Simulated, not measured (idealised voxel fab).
Title: Process Module voxel self aligned vias
The cross-section shown here is cut; it is 210 nm wide and divided into square cells measuring 5 nm on a side.
We lay out every cross-section as a grid of square cells and spell it out in bands from the top down, where one band means one or more rows of cells.
Heights first: top, then bottom, in nm. Then materials, left to right, each with a width in nm. "all across" on a single material: fills the band edge to edge. "empty": empty space.
Counting heights begins at 0, where everything beneath is, in the wafer as received, one material. The lowest band has no bottom; it goes on downwards, as "z 0 and below" shows.
The expression "30->40" gives the width at the extremes of the band, the first number at its top row of cells and the second at its bottom row, with the width changing by equal amounts from each row to the next in between.
"nothing changed", as given for a step, is the statement that not any cell of the cross-section underwent a change during that step.
So "Enclosed void catalog" is basically the list of trapped voids: any empty space of 8 cells or more that can't reach the top through an opening. They're written width x height at distance, the distance being from the left edge, and it's all nm.
Heads up: the bit after the settings on a step's line is the simulator's remark on that step.
overlay nm: mask right of planned place by this much (step with mask). Neg. = left.
Steps in the process plan:
| 1 | RECEIVE [material Si] |
| 2 | CONFORMAL_DEP [material SiO2] [thk nm 15] |
| 3 | CONFORMAL_DEP [material SiCN] [thk nm 5] |
| 4 | DIRECTIONAL_DEP [material SiO2] [thk nm 20] |
| 5 | PATTERN [tone open] [mask id LINES] [material resist] [width nm 20] [pitch nm 55] [thk nm 15] [overlay nm 0] |
| 6 | DIRECTIONAL_ETCH [etch materials SiO2] [depth nm 10] |
| 7 | STRIP [etch materials resist] |
| 8 | CONFORMAL_DEP [material TiN] [thk nm 5] |
| 9 | FILL_DEP [material Ru] [thk nm 5] |
| 10 | CMP [height nm 40] |
| 11 | SELECTIVE_ETCH [etch materials W Ru TiN] [depth nm 10] |
| 12 | FILL_DEP [material SiN] [thk nm 10] |
| 13 | CMP [height nm 40] |
| 14 | DIRECTIONAL_DEP [material SiO2] [thk nm 20] |
| 15 | MASKED_ETCH [tone open] [mask id VIAS] [width nm 40] [pitch nm 110] [etch materials SiO2] [depth nm 20] [overlay nm 0] |
| 16 | MASKED_ETCH [tone open] [mask id VIAS] [width nm 40] [pitch nm 110] [etch materials SiN] [depth nm 10] [overlay nm 0] |
| 17 | CONFORMAL_DEP [material TiN] [thk nm 5] |
| 18 | FILL_DEP [material Cu] [thk nm 10] |
| 19 | CMP [height nm 60] |
| 20 | CONFORMAL_DEP [material SiCN] [thk nm 5] |
All wafers enter the flow in the same state. The depth nm at step 6 differs from wafer to wafer, and the plan gives the value for the first wafer.
After step 1, as received: first of several wafers, cross-section:
* z 0 and below | Si all across
* Enclosed void catalog: none
Take a look at the first of several wafers in cross-section: the module is done, and step 20 was its last step:
* z 65 to 60 | SiCN all across
* z 60 to 45 | SiO2=30, TiN=5, Cu=30, TiN=5, SiO2=70, TiN=5, Cu=30, TiN=5, SiO2=30
* z 45 to 40 | SiO2=30, TiN=15, Cu=10, TiN=15, SiO2=70, TiN=15, Cu=10, TiN=15, SiO2=30
* z 40 to 35 | SiO2=40, TiN=5, Cu=10, TiN=5, SiO2=35, SiN=20, SiO2=35, TiN=5, Cu=10, TiN=5, SiO2=40
* z 35 to 30 | SiO2=40, TiN=20, SiO2=35, SiN=20, SiO2=35, TiN=20, SiO2=40
* z 30 to 20 | SiO2 all across
* z 20 to 15 | SiCN all across
* z 15 to 0 | SiO2 all across
* z 0 and below | Si all across
* Enclosed void catalog: none
Final wafer cross-section at module end:
* z 65 to 60 | SiCN all across
* z 60 to 45 | SiO2=30, TiN=5, Cu=30, TiN=5, SiO2=70, TiN=5, Cu=30, TiN=5, SiO2=30
* z 45 to 40 | SiO2=30, TiN=15, Cu=10, TiN=15, SiO2=70, TiN=15, Cu=10, TiN=15, SiO2=30
* z 40 to 35 | SiO2=40, TiN=5, Cu=10, TiN=5, SiO2=35, SiN=20, SiO2=35, TiN=5, Cu=10, TiN=5, SiO2=40
* z 35 to 30 | SiO2=40, TiN=20, SiO2=35, SiN=20, SiO2=35, TiN=20, SiO2=40
* z 30 to 25 | SiO2=40, TiN=5, Ru=10, TiN=5, SiO2=35, TiN=5, Ru=10, TiN=5, SiO2=35, TiN=5, Ru=10, TiN=5, SiO2=40
* z 25 to 20 | SiO2=40, TiN=20, SiO2=35, TiN=20, SiO2=35, TiN=20, SiO2=40
* z 20 to 15 | SiCN all across
* z 15 to 0 | SiO2 all across
* z 0 and below | Si all across
* Enclosed void catalog: none
Per wafer, end of module: cells gained (+) or lost (-) per material since receipt, then closed voids:
depth nm 10; +44 Cu; +84 SiCN; +8 SiN; +374 SiO2; +36 TiN; Enclosed void catalog: none
depth nm 15; +44 Cu; +84 SiCN; +8 SiN; +362 SiO2; +48 TiN; Enclosed void catalog: none
depth nm 20; +44 Cu; +6 Ru; +84 SiCN; +8 SiN; +350 SiO2; +54 TiN; Enclosed void catalog: none
depth nm 25; +44 Cu; +6 Ru; +84 SiCN; +8 SiN; +350 SiO2; +54 TiN; Enclosed void catalog: none
depth nm 30; +44 Cu; +6 Ru; +84 SiCN; +8 SiN; +350 SiO2; +54 TiN; Enclosed void catalog: none
depth nm 35; +44 Cu; +6 Ru; +84 SiCN; +8 SiN; +350 SiO2; +54 TiN; Enclosed void catalog: none
